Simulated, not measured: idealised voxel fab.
This section sets out a process module, namely voxel gate over fins.
The cross-section shown here is cut; it is 190 nm wide and divided into square cells measuring 5 nm on a side.
This document writes a cross-section as a grid whose cells are square, and gives it as bands, listed from the top down; one or more rows of cells form a band.
Basically the band line says how high the top is and how high the bottom is, in nm, and then what's in it from left to right, every material with its width in nm. Empty space shows up as "blank", and if a single material carries "throughout" it runs the full band edge to edge.
Convention: height 0 is the level below which the wafer, as received, is all one material. The lowest band does not terminate at the bottom but continues downward, represented as "0..down".
So if you see something like "30->40" for the width, read it as the top row of the band sitting at the first number and the bottom row at the second, with every row in between moving by the same amount as the last.
Step note "no modification" = no cross-section cell changed.
Reported under the label "Sealed voids" are the empty spaces having no open way to the top and comprising 8 cells or more; the notation for each is width x height at distance, in which the distance is measured from the left edge and all three values are in nm.
Read whatever lies past the settings on a step's line as the simulator's own remark about the step.
A step's line can hold "overlay nm"; with a mask on that step, the setting says how far right of the planned place the mask lay, while a negative setting says it lay to the left.

-- Intended process steps
1) RECEIVE [material Si]
2) CONFORMAL_DEP [material SiN] [thk nm 5]
3) DIRECTIONAL_DEP [material aC] [thk nm 15]
4) PATTERN [tone cover] [mask id FINS] [material resist] [width nm 15] [pitch nm 40] [thk nm 30] [overlay nm 0]
5) DIRECTIONAL_ETCH [etch materials aC] [depth nm 15]
6) STRIP [etch materials resist]
7) DIRECTIONAL_ETCH [etch materials SiN] [depth nm 5]
8) DIRECTIONAL_ETCH [etch materials Si] [depth nm 35]
9) STRIP [etch materials aC]
10) FILL_DEP [material SiO2] [thk nm 15]
11) CMP [height nm 5]
12) SELECTIVE_ETCH [etch materials SiO2] [depth nm 15]
13) STRIP [etch materials SiN]
14) CONFORMAL_DEP [material HfO2] [thk nm 5]
15) CONFORMAL_DEP [material TiN] [thk nm 5]
16) FILL_DEP [material W] [thk nm 15]
17) CMP [height nm 20]
18) CONFORMAL_DEP [material SiN] [thk nm 10]

-- as received, after step 1
0..down: Si throughout
Sealed voids: none

-- The cross-section shown corresponds to the wafer at the conclusion of the module. The initial structure and the process plan are those presented above; however, one mistake occurred in executing the plan
30..20: SiN throughout
20..10: W throughout
10..5: W 55 nm; TiN 35 nm; W 5 nm; TiN 35 nm; W 60 nm
5..0: W 55 nm; TiN 5 nm; HfO2 25 nm; TiN 5 nm; W 5 nm; TiN 5 nm; HfO2 25 nm; TiN 5 nm; W 60 nm
0..-5: TiN 60 nm; HfO2 5 nm; Si 15 nm; HfO2 5 nm; TiN 15 nm; HfO2 5 nm; Si 15 nm; HfO2 5 nm; TiN 65 nm
-5..-10: HfO2 65 nm; Si 15 nm; HfO2 25 nm; Si 15 nm; HfO2 70 nm
-10..-45: SiO2 65 nm; Si 15 nm; SiO2 25 nm; Si 15 nm; SiO2 70 nm
-45..down: Si throughout
Sealed voids: none
In executing the process, a mistake was made relative to the plan: it should be noted that step 8 was executed with settings other than those planned, the operation and settings actually applied being DIRECTIONAL_ETCH [etch materials Si] [depth nm 45]
